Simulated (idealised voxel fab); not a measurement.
Process module heading - voxel wiring stack
It is cross-section cut that appears here, measuring 140 nm in width, its square cells being 5 nm in size.
A cross-section in this document is a grid of square cells, and it is written down as bands, the top band listed before the ones below it; a band is made up of one or more rows of cells. Within each band entry, the heights of the top and of the bottom of the band appear first, in that order and in nm; the materials of the band then follow from left to right, each with its corresponding width in nm. The designation "everywhere" on a single material indicates that it fills the band from edge to edge; the designation "blank" indicates empty space. Counting heights begins at 0, where everything beneath is, in the wafer as received, one material. The lowest band has no bottom; it goes on downwards, as "z 0 and below" shows. Per-row width for "30->40": begins at first number (top row of band), ends at second number (bottom row), increment between rows held constant. "nothing got changed", as given for a step, is the statement that not any cell of the cross-section underwent a change during that step. "Entrapped void list" specifies each empty space that is not open to the top and that occupies no fewer than 8 cells, using the form width x height at distance, the distance measured from the left edge and all three quantities in nm. It should be noted that, on the line of a given step, the content following the step's settings is a remark produced by the simulator itself with respect to that step. For masked steps, "overlay nm" on the step line gives how far right of plan the mask actually lay; a minus sign means it lay to the left.

### List of planned process steps
1 RECEIVE: material Si
2 CONFORMAL_DEP: material SiO2, thk nm 10
3 CONFORMAL_DEP: material SiN, thk nm 5
4 DIRECTIONAL_DEP: material lowk, thk nm 15
5 PATTERN: tone open, mask id METAL_1, material resist, width nm 30, pitch nm 50, thk nm 20, overlay nm 0
6 DIRECTIONAL_ETCH: etch materials lowk, depth nm 15
7 DIRECTIONAL_ETCH: etch materials SiN, depth nm 5
8 STRIP: etch materials resist
9 CONFORMAL_DEP: material TiN, thk nm 5
10 FILL_DEP: material Cu, thk nm 5
11 CMP: height nm 30
12 CONFORMAL_DEP: material SiCN, thk nm 5
13 DIRECTIONAL_DEP: material SiO2, thk nm 30
14 MASKED_ETCH: tone open, mask id METAL_2_HOLES, width nm 15, pitch nm 50, etch materials SiO2, depth nm 30, overlay nm 0
15 DIRECTIONAL_DEP: material aC, thk nm 15
16 PATTERN: tone open, mask id METAL_2, material resist, width nm 30, pitch nm 50, thk nm 30, overlay nm 0
17 DIRECTIONAL_ETCH: etch materials aC, depth nm 15
18 STRIP: etch materials resist
19 DIRECTIONAL_ETCH: etch materials SiO2, depth nm 15
20 DIRECTIONAL_ETCH: etch materials SiCN, depth nm 5
21 STRIP: etch materials aC
22 CONFORMAL_DEP: material TiN, thk nm 5
23 FILL_DEP: material Cu, thk nm 5
24 CMP: height nm 65
25 CONFORMAL_DEP: material SiCN, thk nm 5
26 DIRECTIONAL_DEP: material lowk, thk nm 10
27 PATTERN: tone open, mask id PLUG_2, material resist, width nm 15, pitch nm 50, thk nm 15, overlay nm 0
28 DIRECTIONAL_ETCH: etch materials lowk, depth nm 10
29 DIRECTIONAL_ETCH: etch materials SiCN, depth nm 5
30 STRIP: etch materials resist
31 EPI: material Ru, thk nm 10
32 EPI: material Ru, thk nm 5
33 CONFORMAL_DEP: material SiCN, thk nm 5
34 DIRECTIONAL_DEP: material lowk, thk nm 15
35 PATTERN: tone open, mask id METAL_3, material resist, width nm 30, pitch nm 50, thk nm 20, overlay nm 0
36 DIRECTIONAL_ETCH: etch materials lowk, depth nm 15
37 DIRECTIONAL_ETCH: etch materials SiCN, depth nm 5
38 STRIP: etch materials resist
39 CONFORMAL_DEP: material TiN, thk nm 5
40 FILL_DEP: material Ru, thk nm 5
41 CMP: height nm 100
42 EPI: material Ru, thk nm 5
43 FILL_DEP: material SiCN, thk nm 5
44 DIRECTIONAL_DEP: material lowk, thk nm 30
45 PATTERN: tone open, mask id METAL_4_HOLES, material resist, width nm 15, thk nm 20, overlay nm 0
46 DIRECTIONAL_ETCH: etch materials lowk, depth nm 30
47 STRIP: etch materials resist
48 PATTERN: tone open, mask id METAL_4, material resist, width nm 30, pitch nm 50, thk nm 15, overlay nm 0
49 DIRECTIONAL_ETCH: etch materials lowk, depth nm 15
50 DIRECTIONAL_ETCH: etch materials SiCN, depth nm 5
51 STRIP: etch materials resist
52 CONFORMAL_DEP: material TiN, thk nm 5
53 FILL_DEP: material Cu, thk nm 10
54 CMP: height nm 140
55 CONFORMAL_DEP: material SiN, thk nm 5

### Cross-section of the wafer at receipt, which is the condition after step 1
    z 0 and below = Si everywhere
    Entrapped void list: none

### Post-module cross-section: identical start and plan to those above, one misstep in execution
    z 145 to 140 = SiN everywhere
    z 140 to 130 = lowk=30  TiN=5  Cu=20  TiN=5  lowk=20  TiN=5  Cu=20  TiN=5  lowk=30
    z 130 to 125 = lowk=30  TiN=5  Cu=5  TiN=20  lowk=20  TiN=30  lowk=30
    z 125 to 110 = lowk=30  TiN=5  Cu=5  TiN=5  lowk=95
    z 110 to 105 = SiCN=30  TiN=15  SiCN=95
    z 105 to 100 = SiCN=25  Ru=45  SiCN=5  Ru=45  SiCN=20
    z 100 to 85 = lowk=30  TiN=5  Ru=25  TiN=5  lowk=15  TiN=5  Ru=25  TiN=5  lowk=25
    z 85 to 80 = SiCN=30  TiN=35  SiCN=15  TiN=35  SiCN=25
    z 80 to 70 = lowk=30  Ru=15  lowk=35  Ru=15  lowk=45
    z 70 to 65 = SiCN=30  Ru=15  SiCN=35  Ru=15  SiCN=45
    z 65 to 55 = SiO2=30  TiN=5  Cu=20  TiN=5  SiO2=20  TiN=5  Cu=20  TiN=5  SiO2=30
    z 55 to 50 = SiO2=30  TiN=5  Cu=5  TiN=20  SiO2=20  TiN=5  Cu=5  TiN=20  SiO2=30
    z 50 to 35 = SiO2=30  TiN=5  Cu=5  TiN=5  SiO2=35  TiN=5  Cu=5  TiN=5  SiO2=45
    z 35 to 30 = SiCN=30  TiN=15  SiCN=35  TiN=15  SiCN=45
    z 30 to 15 = lowk=30  TiN=5  Cu=20  TiN=5  lowk=20  TiN=5  Cu=20  TiN=5  lowk=30
    z 15 to 10 = SiN=30  TiN=30  SiN=20  TiN=30  SiN=30
    z 10 to 0 = SiO2 everywhere
    z 0 and below = Si everywhere
    Entrapped void list: none
Diagnosis: step 35 changed vs plan, executed as PATTERN: tone open, mask id METAL_3, material resist, width nm 35, pitch nm 50, thk nm 20, overlay nm 0
